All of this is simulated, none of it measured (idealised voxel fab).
The process module presented herein is designated voxel fin reveal.
Section shown: cut. Width: 170 nm. Cell size: 5 nm, square.
A cross-section in this document is a grid of square cells, and it is written down as bands, the top band listed before the ones below it; a band is made up of one or more rows of cells.
A band entry consists of two parts. The first gives the height of the band's top and the height of its bottom, in nm. The rest lists the band's materials from left to right, each with its width in nm. A single material labelled with the word "all across" fills the band from edge to edge, and the word "blank" marks empty space.
Measure heights from 0. That's the level where, below it, the as-received wafer is all one material. The lowest band is bottomless and extends downward; write it as in "0 nm and below".
With a width like "30..40", each row of cells in the band differs from the next by the same amount, the top row carrying the first number and the bottom row the second.
Take "no alterations made" at face value: in the step it is given for, the cross-section changed in none of its cells.
Listed in "Sealed voids": every empty space of 8 or more cells without an open way to the top. Form: width x height at distance, the distance being from the left edge, all in nm.
Past the settings on a step's line: simulator remark, on that step.
Regarding "overlay nm": on a step with a mask, it is the distance the mask lay to the right of its planned place; a negative value places it to the left.
Planned step list for the process
step 1: RECEIVE (material Si)
step 2: CONFORMAL_DEP (material SiN; thk nm 5)
step 3: PATTERN (tone cover; mask id FINS; material resist; width nm 15; pitch nm 40; thk nm 20; overlay nm 0)
step 4: DIRECTIONAL_ETCH (etch materials SiN; depth nm 5)
step 5: DIRECTIONAL_ETCH (etch materials Si; depth nm 35)
step 6: STRIP (etch materials resist)
step 7: FILL_DEP (material SiO2; thk nm 15)
step 8: CMP (height nm 5)
step 9: SELECTIVE_ETCH (etch materials SiO2; depth nm 20)
step 10: STRIP (etch materials SiN)
As received, after step 1
0 nm and below | Si all across
Sealed voids: none
Cross-section, first of two wafers, end of module, run as planned
0 nm to -15 nm | 55 nm blank, then 15 nm Si, then 25 nm blank, then 15 nm Si, then 60 nm blank
-15 nm to -35 nm | 55 nm SiO2, then 15 nm Si, then 25 nm SiO2, then 15 nm Si, then 60 nm SiO2
-35 nm and below | Si all across
Sealed voids: none
The second wafer, shown in cross-section after the module: started the same way as the first and given the same plan, yet one mistake crept into how it was run
0 nm to -15 nm | 55 nm blank, then 15 nm Si, then 25 nm blank, then 15 nm Si, then 60 nm blank
-15 nm to -20 nm | 35 nm SiO2, then 20 nm blank, then 15 nm Si, then 25 nm blank, then 15 nm Si, then 20 nm blank, then 40 nm SiO2
-20 nm to -35 nm | 55 nm SiO2, then 15 nm Si, then 25 nm SiO2, then 15 nm Si, then 60 nm SiO2
-35 nm and below | Si all across
Sealed voids: none
Deviation from plan: note: step 9 <-> step 10, run order reversed vs plan
Upon completion, the second wafer contains, in terms of cells, a greater or smaller amount of certain materials than the first wafer: SiO2 -13
